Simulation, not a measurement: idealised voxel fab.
The process module that follows is named voxel double patterning.
The cross-section on display is named cut; it measures 185 nm wide, and its cells are 5 nm squares.
A cross-section is a grid of square cells, given in bands from the top down. A band is one or more rows of cells.
Band: top height; bottom height; in nm. Then, left to right: material with width in nm, for each material. "everywhere": a single material spanning edge to edge. "blank": empty space.
Counting heights begins at 0, where everything beneath is, in the wafer as received, one material. The lowest band has no bottom; it goes on downwards, as "0..down" shows.
Top row gets the first number, bottom row gets the second, and each row in between changes by the same step: that is how a band width like "30 to 40" works.
What does "remained the same" mean for a step? It means no cell of the cross-section changed in that step.
The list in "Trapped cavities" covers empty spaces of 8 cells or more that cannot reach the top through any open way, and it gives each as width x height at distance; the distance is from the left edge, and width, height and distance are in nm.
On each step's line, the part that comes after the settings is the simulator's own comment on the step.
overlay nm: right-of-plan distance of the mask on a masked step; negative values mean left-of-plan.

-- Here's what the planned process steps look like
1. RECEIVE (material Si)
2. CONFORMAL_DEP (material SiO2; thk nm 5)
3. DIRECTIONAL_DEP (material TiN; thk nm 15)
4. DIRECTIONAL_DEP (material SiN; thk nm 10)
5. DIRECTIONAL_DEP (material aC; thk nm 15)
6. PATTERN (tone open; mask id FIRST; material resist; width nm 15; pitch nm 50; thk nm 30; overlay nm 0)
7. DIRECTIONAL_ETCH (etch materials aC; depth nm 15)
8. STRIP (etch materials resist)
9. DIRECTIONAL_ETCH (etch materials SiN; depth nm 10)
10. STRIP (etch materials aC)
11. PATTERN (tone open; mask id SECOND; material resist; width nm 15; pitch nm 50; thk nm 20; overlay nm 0)
12. DIRECTIONAL_ETCH (etch materials SiN; depth nm 10)
13. STRIP (etch materials resist)
14. DIRECTIONAL_ETCH (etch materials TiN; depth nm 15)
15. STRIP (etch materials SiN)
Variable across wafers: step 6 width nm (plan value is that of the first wafer; starting state common to all).

-- The as-received cross-section of the first of several wafers corresponds to the state after step 1
  0..down | Si everywhere
  Trapped cavities: none

-- Basically each wafer gets a line in the table, showing it at the end of the module: material by material, the cells it gained (+) or lost (-) since we got it, then its closed voids
width nm 15, +37 SiO2, +66 TiN, Trapped cavities: none
width nm 20, +37 SiO2, +57 TiN, Trapped cavities: none
width nm 25, +37 SiO2, +48 TiN, Trapped cavities: none
width nm 30, +37 SiO2, +39 TiN, Trapped cavities: none
